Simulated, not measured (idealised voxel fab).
Process module, titled voxel wiring stack
For reference, the cross-section in this document is cut, with width 185 nm and square cells of 5 nm.
Bands, listed from the top down, are how a cross-section gets written in this document; the cross-section itself is a grid of square cells, and a band is one or more rows of them.
The band entry comprises the height of the band's top followed by the height of its bottom, expressed in nm, and subsequently the band's materials from left to right, each stated together with its width in nm. Where a single material is marked with the word "edge to edge", that material fills the band from edge to edge. The word "air" represents empty space.
Basically, 0 is our baseline, since under it the wafer straight out of the box is all one material. The bottom band has no lower end and keeps on going down, so it looks like "z 0 and below".
A width such as "30..40" changes by the same amount from each row of cells to the next, from the band's top row to its bottom row.
"identical to before" after a step means that no cell of the cross-section changed.
So "Closed-off voids" is basically the list of trapped voids: any empty space of 8 cells or more that can't reach the top through an opening. They're written width x height at distance, the distance being from the left edge, and it's all nm.
Step line, after settings: the simulator's comment on this step.
On any step carrying a mask, the "overlay nm" setting, if present on the step's line, tells how far right of its planned place the mask lay; negative values point to the left.

[Set out below are the planned steps of the process]
1,RECEIVE, material Si
2,CONFORMAL_DEP, material SiO2, thk nm 10
3,CONFORMAL_DEP, material SiCN, thk nm 5
4,DIRECTIONAL_DEP, material SiO2, thk nm 20
5,DIRECTIONAL_DEP, material aC, thk nm 15
6,PATTERN, tone open, mask id METAL_1, material resist, width nm 30, pitch nm 50, thk nm 35, overlay nm 0
7,DIRECTIONAL_ETCH, etch materials aC, depth nm 15
8,STRIP, etch materials resist
9,DIRECTIONAL_ETCH, etch materials SiO2, depth nm 20
10,DIRECTIONAL_ETCH, etch materials SiCN, depth nm 5
11,STRIP, etch materials aC
12,CONFORMAL_DEP, material TiN, thk nm 5
13,FILL_DEP, material Ru, thk nm 5
14,CMP, height nm 35
15,CONFORMAL_DEP, material SiCN, thk nm 5
16,DIRECTIONAL_DEP, material lowk, thk nm 35
17,PATTERN, tone open, mask id METAL_2, material resist, width nm 30, pitch nm 50, thk nm 20, overlay nm 0
18,DIRECTIONAL_ETCH, etch materials lowk, depth nm 20
19,STRIP, etch materials resist
20,PATTERN, tone open, mask id METAL_2_HOLES, material resist, width nm 15, pitch nm 50, thk nm 15, overlay nm 0
21,DIRECTIONAL_ETCH, etch materials lowk, depth nm 15
22,DIRECTIONAL_ETCH, etch materials SiCN, depth nm 5
23,STRIP, etch materials resist
24,CONFORMAL_DEP, material TiN, thk nm 5
25,FILL_DEP, material Cu, thk nm 5
26,CMP, height nm 75
27,CONFORMAL_DEP, material SiN, thk nm 5

[As-received state of the wafer in cross-section, equivalent to post-step 1]
- z 0 and below = Si edge to edge
- Closed-off voids: none

[Sectioned view, first of two wafers, at the close of the module, processed as intended in the plan]
- z 80 to 75 = SiN edge to edge
- z 75 to 60 = lowk (50) / TiN (5) / Cu (20) / TiN (5) / lowk (20) / TiN (5) / Cu (20) / TiN (5) / lowk (55)
- z 60 to 55 = lowk (50) / TiN (5) / Cu (5) / TiN (20) / lowk (20) / TiN (5) / Cu (5) / TiN (20) / lowk (55)
- z 55 to 40 = lowk (50) / TiN (5) / Cu (5) / TiN (5) / lowk (35) / TiN (5) / Cu (5) / TiN (5) / lowk (70)
- z 40 to 35 = SiCN (50) / TiN (15) / SiCN (35) / TiN (15) / SiCN (70)
- z 35 to 15 = SiO2 (50) / TiN (5) / Ru (20) / TiN (5) / SiO2 (20) / TiN (5) / Ru (20) / TiN (5) / SiO2 (55)
- z 15 to 10 = SiCN (50) / TiN (30) / SiCN (20) / TiN (30) / SiCN (55)
- z 10 to 0 = SiO2 edge to edge
- z 0 and below = Si edge to edge
- Closed-off voids: none

[What the second wafer looks like in cross-section once the module is done. Its start and its plan matched the first wafer's exactly; what differed was one mistake in how it was run]
- z 80 to 75 = SiN edge to edge
- z 75 to 60 = lowk (50) / TiN (5) / Cu (25) / TiN (5) / lowk (15) / TiN (5) / Cu (25) / TiN (5) / lowk (50)
- z 60 to 55 = lowk (50) / TiN (5) / Cu (5) / TiN (25) / lowk (15) / TiN (5) / Cu (5) / TiN (25) / lowk (50)
- z 55 to 40 = lowk (50) / TiN (5) / Cu (5) / TiN (5) / lowk (35) / TiN (5) / Cu (5) / TiN (5) / lowk (70)
- z 40 to 35 = SiCN (50) / TiN (15) / SiCN (35) / TiN (15) / SiCN (70)
- z 35 to 15 = SiO2 (50) / TiN (5) / Ru (20) / TiN (5) / SiO2 (20) / TiN (5) / Ru (20) / TiN (5) / SiO2 (55)
- z 15 to 10 = SiCN (50) / TiN (30) / SiCN (20) / TiN (30) / SiCN (55)
- z 10 to 0 = SiO2 edge to edge
- z 0 and below = Si edge to edge
- Closed-off voids: none
what went wrong: the process deviated at step 17: the operation and settings actually run there were PATTERN, tone open, mask id METAL_2, material resist, width nm 35, pitch nm 50, thk nm 20, overlay nm 0
Counted in cells at the end, the second wafer holds more or fewer of these materials than the first: 6 more of Cu | 2 more of TiN | 8 fewer of lowk
